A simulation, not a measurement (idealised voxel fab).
Process module name: voxel fin reveal
Displayed cross-section: cut, width of 180 nm, square cells sized 5 nm.
Think of the cross-section as a grid of square cells. We describe it in bands, top to bottom, and each band covers one or more rows of those cells.
The band entry comprises the height of the band's top followed by the height of its bottom, expressed in nm, and subsequently the band's materials from left to right, each stated together with its width in nm. Where a single material is marked with the word "edge to edge", that material fills the band from edge to edge. The word "blank" represents empty space.
Height is counted from the level 0, under which the received wafer is composed throughout of one material. The lowest of the bands is not closed at the bottom but continues downward, in the notation "0 nm and below".
So if you see something like "30..40" for the width, read it as the top row of the band sitting at the first number and the bottom row at the second, with every row in between moving by the same amount as the last.
Any step labelled "no modifications" changed none of the cells in the cross-section.
This entry, "Enclosed void inventory", enumerates those empty regions of no fewer than 8 cells that possess no open connection to the top. Each region is reported in the form width x height at distance, the distance being taken from the left edge, with all three quantities expressed in nm.
Heads up: the bit after the settings on a step's line is the simulator's remark on that step.
overlay nm: where the mask lay relative to plan, measured to the right, on steps with a mask; negatives go left.
Process steps (planned)
step 1: RECEIVE (material Si)
step 2: CONFORMAL_DEP (material SiN; thk nm 10)
step 3: DIRECTIONAL_DEP (material aC; thk nm 10)
step 4: PATTERN (tone cover; mask id FINS; material resist; width nm 15; pitch nm 45; thk nm 25; overlay nm 0)
step 5: DIRECTIONAL_ETCH (etch materials aC; depth nm 10)
step 6: STRIP (etch materials resist)
step 7: DIRECTIONAL_ETCH (etch materials SiN; depth nm 10)
step 8: DIRECTIONAL_ETCH (etch materials Si; depth nm 30)
step 9: STRIP (etch materials aC)
step 10: FILL_DEP (material SiO2; thk nm 10)
step 11: CMP (height nm 10)
step 12: SELECTIVE_ETCH (etch materials SiO2; depth nm 30)
step 13: STRIP (etch materials SiN)
step 14: CONFORMAL_DEP (material HfO2; thk nm 5)
The plan's step 4 width nm is the first wafer's value; the wafers differ in this setting and start identical.
First of several wafers (as received, post step 1), cross-sectional view
- 0 nm and below  Si edge to edge
- Enclosed void inventory: none
Quick look at the cross-section of the first of several wafers after step 14, which wraps up the module
- 5 nm to 0 nm  blank: 55 / HfO2: 25 / blank: 20 / HfO2: 25 / blank: 55
- 0 nm to -15 nm  blank: 55 / HfO2: 5 / Si: 15 / HfO2: 5 / blank: 20 / HfO2: 5 / Si: 15 / HfO2: 5 / blank: 55
- -15 nm to -20 nm  HfO2: 60 / Si: 15 / HfO2: 30 / Si: 15 / HfO2: 60
- -20 nm to -30 nm  SiO2: 60 / Si: 15 / SiO2: 30 / Si: 15 / SiO2: 60
- -30 nm and below  Si edge to edge
- Enclosed void inventory: none
Last wafer of the set, cross-sectioned at end of module
- 5 nm to 0 nm  blank: 50 / HfO2: 40 / blank: 5 / HfO2: 40 / blank: 45
- 0 nm to -15 nm  blank: 50 / HfO2: 5 / Si: 30 / HfO2: 5 / blank: 5 / HfO2: 5 / Si: 30 / HfO2: 5 / blank: 45
- -15 nm to -20 nm  HfO2: 55 / Si: 30 / HfO2: 15 / Si: 30 / HfO2: 50
- -20 nm to -30 nm  SiO2: 55 / Si: 30 / SiO2: 15 / Si: 30 / SiO2: 50
- -30 nm and below  Si edge to edge
- Enclosed void inventory: none
Per-wafer rows below. For each material: cells gained (+) or lost (-) since the wafer was received, as of end of module. Then: closed voids
width nm 15; +52 HfO2; -180 Si; +60 SiO2; Enclosed void inventory: none
width nm 20; +52 HfO2; -168 Si; +56 SiO2; Enclosed void inventory: none
width nm 25; +52 HfO2; -156 Si; +52 SiO2; Enclosed void inventory: none
width nm 30; +52 HfO2; -144 Si; +48 SiO2; Enclosed void inventory: none
